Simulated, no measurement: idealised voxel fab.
The following is a process module called voxel self aligned vias.
It is cross-section cut that appears here, measuring 260 nm in width, its square cells being 5 nm in size.
Bands, listed from the top down, are how a cross-section gets written in this document; the cross-section itself is a grid of square cells, and a band is one or more rows of them.
Top, bottom (nm), then materials left to right with widths (nm); lone material tagged "all across" fills the whole band edge to edge; "blank" = empty space.
It should be noted that heights are counted from 0, beneath which the wafer as supplied is of one material throughout, and that the lowest band possesses no lower boundary but continues downward, as written in "0 and below".
The expression "30..40" gives the width at the extremes of the band, the first number at its top row of cells and the second at its bottom row, with the width changing by equal amounts from each row to the next in between.
"nothing changed" for a step: no cell of the cross-section changed in that step.
For the entry "Unvented cavities", the listed items are empty spaces with no open way to the top whose size is 8 cells or more; each item follows the pattern width x height at distance, where distance is from the left edge and all three are in nm.
On a step's line, text after the settings is the simulator commenting on that step.
"overlay nm", when on a step's line for a step with a mask, measures how far to the right of its planned place the mask lay; a negative measure means to the left.
**These are the steps we planned for the process**
1,RECEIVE: material Si
2,CONFORMAL_DEP: material SiO2, thk nm 15
3,CONFORMAL_DEP: material SiCN, thk nm 5
4,DIRECTIONAL_DEP: material lowk, thk nm 25
5,DIRECTIONAL_DEP: material aC, thk nm 10
6,PATTERN: tone open, mask id LINES, material resist, width nm 30, pitch nm 65, thk nm 25, overlay nm 0
7,DIRECTIONAL_ETCH: etch materials aC, depth nm 10
8,STRIP: etch materials resist
9,DIRECTIONAL_ETCH: etch materials lowk, depth nm 25
10,STRIP: etch materials aC
11,CONFORMAL_DEP: material TiN, thk nm 5
12,FILL_DEP: material W, thk nm 5
13,CMP: height nm 45
14,SELECTIVE_ETCH: etch materials W Ru TiN, depth nm 10
15,FILL_DEP: material SiN, thk nm 10
16,CMP: height nm 45
17,DIRECTIONAL_DEP: material lowk, thk nm 15
18,PATTERN: tone open, mask id VIAS, material resist, width nm 50, pitch nm 65, thk nm 15, overlay nm 0
19,DIRECTIONAL_ETCH: etch materials lowk, depth nm 15
20,DIRECTIONAL_ETCH: etch materials SiN, depth nm 10
21,STRIP: etch materials resist
22,CONFORMAL_DEP: material TiN, thk nm 5
23,FILL_DEP: material Ru, thk nm 10
24,CMP: height nm 60
25,CONFORMAL_DEP: material SiCN, thk nm 5
**Wafer, first of two, run as planned**
**The cross-section here shows the wafer as received, i.e. in its state after step 1**
    0 and below = Si all across
    Unvented cavities: none
**Cross-sectional representation of the wafer at the conclusion of step 2**
    15 down to 0 = SiO2 all across
    Below a height of 0, the structure has not been altered.
**Cross-sectional representation of the wafer at the conclusion of step 3**
    20 down to 15 = SiCN all across
    Below a height of 15, the structure has not been altered.
**Cross-sectional representation of the wafer at the conclusion of step 4**
    45 down to 20 = lowk all across
    Below a height of 20, the structure has not been altered.
**Cross-sectional representation of the wafer at the conclusion of step 5**
    55 down to 45 = aC all across
    Below a height of 45, the structure has not been altered.
**Cross-sectional representation of the wafer at the conclusion of step 6**
    80 down to 55 = resist=80 | blank=30 | resist=35 | blank=30 | resist=85
    Below a height of 55, the structure has not been altered.
**Cross-sectional representation of the wafer at the conclusion of step 7**
    70 down to 55 = resist=80 | blank=30 | resist=35 | blank=30 | resist=85
    55 down to 45 = aC=80 | blank=30 | aC=35 | blank=30 | aC=85
    Below a height of 45, the structure has not been altered.
**Cross-sectional representation of the wafer at the conclusion of step 8**
    55 down to 45 = aC=80 | blank=30 | aC=35 | blank=30 | aC=85
    Below a height of 45, the structure has not been altered.
**Cross-sectional representation of the wafer at the conclusion of step 9**
    55 down to 45 = aC=80 | blank=30 | aC=35 | blank=30 | aC=85
    45 down to 20 = lowk=80 | blank=30 | lowk=35 | blank=30 | lowk=85
    Below a height of 20, the structure has not been altered.
**Cross-sectional representation of the wafer at the conclusion of step 10**
    45 down to 20 = lowk=80 | blank=30 | lowk=35 | blank=30 | lowk=85
    Below a height of 20, the structure has not been altered.
**Cross-sectional representation of the wafer at the conclusion of step 11**
    50 down to 45 = TiN=85 | blank=20 | TiN=45 | blank=20 | TiN=90
    45 down to 25 = lowk=80 | TiN=5 | blank=20 | TiN=5 | lowk=35 | TiN=5 | blank=20 | TiN=5 | lowk=85
    25 down to 20 = lowk=80 | TiN=30 | lowk=35 | TiN=30 | lowk=85
    Below a height of 20, the structure has not been altered.
**Cross-sectional representation of the wafer at the conclusion of step 12**
    55 down to 50 = W all across
    50 down to 45 = TiN=85 | W=20 | TiN=45 | W=20 | TiN=90
    45 down to 25 = lowk=80 | TiN=5 | W=20 | TiN=5 | lowk=35 | TiN=5 | W=20 | TiN=5 | lowk=85
    Below a height of 25, the structure has not been altered.
**Cross-sectional representation of the wafer at the conclusion of step 13**
    45 down to 25 = lowk=80 | TiN=5 | W=20 | TiN=5 | lowk=35 | TiN=5 | W=20 | TiN=5 | lowk=85
    Below a height of 25, the structure has not been altered.
**Cross-sectional representation of the wafer at the conclusion of step 14**
    45 down to 35 = lowk=80 | blank=30 | lowk=35 | blank=30 | lowk=85
    Below a height of 35, the structure has not been altered.
**Cross-sectional representation of the wafer at the conclusion of step 15**
    55 down to 45 = SiN all across
    45 down to 35 = lowk=80 | SiN=30 | lowk=35 | SiN=30 | lowk=85
    Below a height of 35, the structure has not been altered.
**Cross-sectional representation of the wafer at the conclusion of step 16**
    45 down to 35 = lowk=80 | SiN=30 | lowk=35 | SiN=30 | lowk=85
    Below a height of 35, the structure has not been altered.
**Cross-sectional representation of the wafer at the conclusion of step 17**
    60 down to 45 = lowk all across
    Below a height of 45, the structure has not been altered.
**Cross-sectional representation of the wafer at the conclusion of step 18**
    75 down to 60 = resist=70 | blank=50 | resist=15 | blank=50 | resist=75
    Below a height of 60, the structure has not been altered.
**Cross-sectional representation of the wafer at the conclusion of step 19**
    75 down to 60 = resist=70 | blank=50 | resist=15 | blank=50 | resist=75
    60 down to 45 = lowk=70 | blank=50 | lowk=15 | blank=50 | lowk=75
    Below a height of 45, the structure has not been altered.
**Cross-sectional representation of the wafer at the conclusion of step 20**
    75 down to 60 = resist=70 | blank=50 | resist=15 | blank=50 | resist=75
    60 down to 45 = lowk=70 | blank=50 | lowk=15 | blank=50 | lowk=75
    45 down to 35 = lowk=80 | blank=30 | lowk=35 | blank=30 | lowk=85
    Below a height of 35, the structure has not been altered.
**Cross-sectional representation of the wafer at the conclusion of step 21**
    60 down to 45 = lowk=70 | blank=50 | lowk=15 | blank=50 | lowk=75
    Below a height of 45, the structure has not been altered.
**Cross-sectional representation of the wafer at the conclusion of step 22**
    65 down to 60 = TiN=75 | blank=40 | TiN=25 | blank=40 | TiN=80
    60 down to 50 = lowk=70 | TiN=5 | blank=40 | TiN=5 | lowk=15 | TiN=5 | blank=40 | TiN=5 | lowk=75
    50 down to 40 = lowk=70..80 | TiN=15..5 | blank=20 | TiN=15..5 | lowk=15..35 | TiN=15..5 | blank=20 | TiN=15..5 | lowk=75..85
    40 down to 35 = lowk=80 | TiN=30 | lowk=35 | TiN=30 | lowk=85
    Below a height of 35, the structure has not been altered.
**Cross-sectional representation of the wafer at the conclusion of step 23**
    75 down to 65 = Ru all across
    65 down to 60 = TiN=75 | Ru=40 | TiN=25 | Ru=40 | TiN=80
    60 down to 50 = lowk=70 | TiN=5 | Ru=40 | TiN=5 | lowk=15 | TiN=5 | Ru=40 | TiN=5 | lowk=75
    50 down to 40 = lowk=70..80 | TiN=15..5 | Ru=20 | TiN=15..5 | lowk=15..35 | TiN=15..5 | Ru=20 | TiN=15..5 | lowk=75..85
    Below a height of 40, the structure has not been altered.
**Cross-sectional representation of the wafer at the conclusion of step 24**
    60 down to 50 = lowk=70 | TiN=5 | Ru=40 | TiN=5 | lowk=15 | TiN=5 | Ru=40 | TiN=5 | lowk=75
    Below a height of 50, the structure has not been altered.
**Cross-sectional representation of the wafer at the conclusion of step 25**
    65 down to 60 = SiCN all across
    Below a height of 60, the structure has not been altered.
**The second wafer began exactly as the first did and followed the same plan, but one mistake was made while running it; through step 5 inclusive, the two wafers are identical**
**Cross-sectional representation of the second wafer at the time designated in the plan for the completion of step 6**
    80 down to 55 = blank=80 | resist=30 | blank=35 | resist=30 | blank=85
    Below a height of 55, the structure has not been altered.
**Cross-sectional representation of the second wafer at the time designated in the plan for the completion of step 7**
    70 down to 55 = blank=80 | resist=30 | blank=35 | resist=30 | blank=85
    55 down to 45 = blank=80 | aC=30 | blank=35 | aC=30 | blank=85
    Below a height of 45, the structure has not been altered.
**Cross-sectional representation of the second wafer at the time designated in the plan for the completion of step 8**
    55 down to 45 = blank=80 | aC=30 | blank=35 | aC=30 | blank=85
    Below a height of 45, the structure has not been altered.
**Cross-sectional representation of the second wafer at the time designated in the plan for the completion of step 9**
    55 down to 45 = blank=80 | aC=30 | blank=35 | aC=30 | blank=85
    45 down to 20 = blank=80 | lowk=30 | blank=35 | lowk=30 | blank=85
    Below a height of 20, the structure has not been altered.
**Cross-sectional representation of the second wafer at the time designated in the plan for the completion of step 10**
    45 down to 20 = blank=80 | lowk=30 | blank=35 | lowk=30 | blank=85
    Below a height of 20, the structure has not been altered.
**Cross-sectional representation of the second wafer at the time designated in the plan for the completion of step 11**
    50 down to 45 = blank=75 | TiN=40 | blank=25 | TiN=40 | blank=80
    45 down to 25 = blank=75 | TiN=5 | lowk=30 | TiN=5 | blank=25 | TiN=5 | lowk=30 | TiN=5 | blank=80
    25 down to 20 = TiN=80 | lowk=30 | TiN=35 | lowk=30 | TiN=85
    Below a height of 20, the structure has not been altered.
**Cross-sectional representation of the second wafer at the time designated in the plan for the completion of step 12**
    55 down to 50 = W all across
    50 down to 45 = W=75 | TiN=40 | W=25 | TiN=40 | W=80
    45 down to 25 = W=75 | TiN=5 | lowk=30 | TiN=5 | W=25 | TiN=5 | lowk=30 | TiN=5 | W=80
    Below a height of 25, the structure has not been altered.
**Cross-sectional representation of the second wafer at the time designated in the plan for the completion of step 13**
    45 down to 25 = W=75 | TiN=5 | lowk=30 | TiN=5 | W=25 | TiN=5 | lowk=30 | TiN=5 | W=80
    Below a height of 25, the structure has not been altered.
**Cross-sectional representation of the second wafer at the time designated in the plan for the completion of step 14**
    45 down to 35 = blank=80 | lowk=30 | blank=35 | lowk=30 | blank=85
    Below a height of 35, the structure has not been altered.
**Cross-sectional representation of the second wafer at the time designated in the plan for the completion of step 15**
    55 down to 45 = SiN all across
    45 down to 35 = SiN=80 | lowk=30 | SiN=35 | lowk=30 | SiN=85
    Below a height of 35, the structure has not been altered.
**Cross-sectional representation of the second wafer at the time designated in the plan for the completion of step 16**
    45 down to 35 = SiN=80 | lowk=30 | SiN=35 | lowk=30 | SiN=85
    Below a height of 35, the structure has not been altered.
**Cross-sectional representation of the second wafer at the time designated in the plan for the completion of step 17**
    60 down to 45 = lowk all across
    Below a height of 45, the structure has not been altered.
**Cross-sectional representation of the second wafer at the time designated in the plan for the completion of step 18**
    75 down to 60 = resist=70 | blank=50 | resist=15 | blank=50 | resist=75
    Below a height of 60, the structure has not been altered.
**Cross-sectional representation of the second wafer at the time designated in the plan for the completion of step 19**
    75 down to 60 = resist=70 | blank=50 | resist=15 | blank=50 | resist=75
    60 down to 45 = lowk=70 | blank=50 | lowk=15 | blank=50 | lowk=75
    Below a height of 45, the structure has not been altered.
**Cross-sectional representation of the second wafer at the time designated in the plan for the completion of step 20**
    75 down to 60 = resist=70 | blank=50 | resist=15 | blank=50 | resist=75
    60 down to 45 = lowk=70 | blank=50 | lowk=15 | blank=50 | lowk=75
    45 down to 35 = SiN=70 | blank=10 | lowk=30 | blank=10 | SiN=15 | blank=10 | lowk=30 | blank=10 | SiN=75
    Below a height of 35, the structure has not been altered.
**Cross-sectional representation of the second wafer at the time designated in the plan for the completion of step 21**
    60 down to 45 = lowk=70 | blank=50 | lowk=15 | blank=50 | lowk=75
    Below a height of 45, the structure has not been altered.
**Cross-sectional representation of the second wafer at the time designated in the plan for the completion of step 22**
    65 down to 60 = TiN=75 | blank=40 | TiN=25 | blank=40 | TiN=80
    60 down to 50 = lowk=70 | TiN=5 | blank=40 | TiN=5 | lowk=15 | TiN=5 | blank=40 | TiN=5 | lowk=75
    50 down to 45 = lowk=70 | TiN=50 | lowk=15 | TiN=50 | lowk=75
    45 down to 35 = SiN=70 | TiN=10 | lowk=30 | TiN=10 | SiN=15 | TiN=10 | lowk=30 | TiN=10 | SiN=75
    Below a height of 35, the structure has not been altered.
**Cross-sectional representation of the second wafer at the time designated in the plan for the completion of step 23**
    75 down to 65 = Ru all across
    65 down to 60 = TiN=75 | Ru=40 | TiN=25 | Ru=40 | TiN=80
    60 down to 50 = lowk=70 | TiN=5 | Ru=40 | TiN=5 | lowk=15 | TiN=5 | Ru=40 | TiN=5 | lowk=75
    Below a height of 50, the structure has not been altered.
**Cross-sectional representation of the second wafer at the time designated in the plan for the completion of step 24**
    60 down to 50 = lowk=70 | TiN=5 | Ru=40 | TiN=5 | lowk=15 | TiN=5 | Ru=40 | TiN=5 | lowk=75
    Below a height of 50, the structure has not been altered.
**Cross-sectional representation of the second wafer at the time designated in the plan for the completion of step 25**
    65 down to 60 = SiCN all across
    Below a height of 60, the structure has not been altered.
Against the plan, the run slipped here: step 6 went in with a setting other than planned; the actual run was PATTERN: tone cover, mask id LINES, material resist, width nm 30, pitch nm 65, thk nm 25, overlay nm 0
Final cells, second wafer relative to first, materials higher or lower: Ru: 16 fewer, SiN: 64 more, TiN: 36 more, W: 56 more, lowk: 140 fewer
